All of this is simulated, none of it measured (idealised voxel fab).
Process module heading - voxel quadruple lines
Section cut is 190 nm wide and gridded with 5 nm square cells.
In this document a cross-section is written as a grid of square cells. It is given as a series of bands, listed from the top down, and a band is one or more rows of cells. Top, bottom (nm), then materials left to right with widths (nm); lone material tagged "all across" fills the whole band edge to edge; "empty" = empty space. Heads up on the height convention: 0 is the point under which the incoming wafer is all one material, and the lowest band has no bottom, it just keeps going down, like "0 and below". The expression "30->40" gives the width at the extremes of the band, the first number at its top row of cells and the second at its bottom row, with the width changing by equal amounts from each row to the next in between. For the purposes of this document, the phrase "same as before" attached to a step denotes that no cell within the cross-section was modified by that step. Look at "Trapped cavities" for the closed voids: empty spaces with no open path to the top, sized 8 cells or up. Each is width x height at distance, distance from the left edge, all nm. Anything after a step's settings on that line? It's the simulator's own note about the step. The setting "overlay nm" may be written on the line of a step. When the step uses a mask, the value reports how far to the right of the planned place the mask lay, and a negative value reports that it lay to the left.

The steps planned for the process are as follows:
1 op RECEIVE | material Si
2 op CONFORMAL_DEP | material SiO2 | thk nm 5
3 op DIRECTIONAL_DEP | material Ru | thk nm 10
4 op DIRECTIONAL_DEP | material polySi | thk nm 15
5 op DIRECTIONAL_DEP | material aC | thk nm 25
6 op PATTERN | tone cover | mask id MANDREL | material resist | width nm 30 | thk nm 30 | overlay nm -15
7 op DIRECTIONAL_ETCH | etch materials aC | depth nm 25
8 op STRIP | etch materials resist
9 op CONFORMAL_DEP | material SiO2 | thk nm 10
10 op DIRECTIONAL_ETCH | etch materials SiO2 | depth nm 10
11 op STRIP | etch materials aC
12 op DIRECTIONAL_ETCH | etch materials polySi | depth nm 15
13 op STRIP | etch materials SiO2
14 op CONFORMAL_DEP | material SiCN | thk nm 10
15 op DIRECTIONAL_ETCH | etch materials SiCN | depth nm 10
16 op STRIP | etch materials polySi
17 op DIRECTIONAL_ETCH | etch materials Ru | depth nm 10
18 op STRIP | etch materials SiCN
Every wafer here starts from the same state; it is the step 6 overlay nm that distinguishes them, and the value the plan gives belongs to the first wafer.

Here's the first of the wafers in cross-section, just as we got it, i.e. after step 1:
- 0 and below  Si all across
- Trapped cavities: none

Basically each wafer gets a line in the table, showing it at the end of the module: material by material, the cells it gained (+) or lost (-) since we got it, then its closed voids:
overlay nm -15; +16 Ru; +38 SiO2; Trapped cavities: none
overlay nm -10; +16 Ru; +38 SiO2; Trapped cavities: none
overlay nm -5; +16 Ru; +38 SiO2; Trapped cavities: none
overlay nm 0; +16 Ru; +38 SiO2; Trapped cavities: none
overlay nm 5; +16 Ru; +38 SiO2; Trapped cavities: none
overlay nm 10; +16 Ru; +38 SiO2; Trapped cavities: none
overlay nm 15; +16 Ru; +38 SiO2; Trapped cavities: none
